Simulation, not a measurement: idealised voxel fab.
process module | voxel gate over fins
cross-section cut | 230 nm wide | cells 5 nm
A cross-section is a grid of square cells, given in bands from the top down. A band is one or more rows of cells.
Each band's line starts with the height of the band's top and of its bottom, in nm. Then come its materials from left to right, each with its width in nm. One material with "throughout" fills the band from edge to edge. "air" is empty space.
Height 0 is the level under which the wafer as received is all one material. The lowest band goes on downwards, as in "0 down".
A width such as "30 to 40" changes by the same amount from each row of cells to the next, from the band's top row to its bottom row.
"no change" after a step means that no cell of the cross-section changed.
closed voids: empty space of 8 cells or more with no open way to the top, each as width x height at its distance from the left edge, in nm
after a step's settings: what the simulator itself notes on the step
overlay nm, on a step with a mask: how far to the right of its planned place the mask lay; to the left if negative
plan
1 op RECEIVE | material Si
2 op CONFORMAL_DEP | material SiN | thk nm 5
3 op MASKED_ETCH | tone cover | mask id FINS | width nm 15 | pitch nm 45 | etch materials SiN | depth nm 5 | overlay nm 0
4 op MASKED_ETCH | tone cover | mask id FINS | width nm 15 | pitch nm 45 | etch materials Si | depth nm 40 | overlay nm 0
5 op FILL_DEP | material SiO2 | thk nm 5
6 op CMP | height nm 5
7 op SELECTIVE_ETCH | etch materials SiO2 | depth nm 15
8 op STRIP | etch materials SiN
9 op CONFORMAL_DEP | material HfO2 | thk nm 5
10 op CONFORMAL_DEP | material TiN | thk nm 5
11 op FILL_DEP | material W | thk nm 10
12 op CMP | height nm 15
13 op CONFORMAL_DEP | material SiCN | thk nm 5
varied across the wafers: width nm of step 3. The plan shows the first wafer's value. All wafers start alike
first wafer as received, after step 1
  0 down: Si throughout
  closed voids: none
each wafer at the end: cells of each material gained (+) or lost (-) since it was received, then its closed voids
width nm 15 | +54 HfO2 | -320 Si | +46 SiCN | +240 SiO2 | +54 TiN | +110 W | closed voids: none
width nm 20 | +54 HfO2 | -304 Si | +46 SiCN | +228 SiO2 | +54 TiN | +106 W | closed voids: none
width nm 25 | +54 HfO2 | -288 Si | +46 SiCN | +216 SiO2 | +54 TiN | +102 W | closed voids: none
width nm 30 | +54 HfO2 | -272 Si | +46 SiCN | +204 SiO2 | +52 TiN | +100 W | closed voids: none
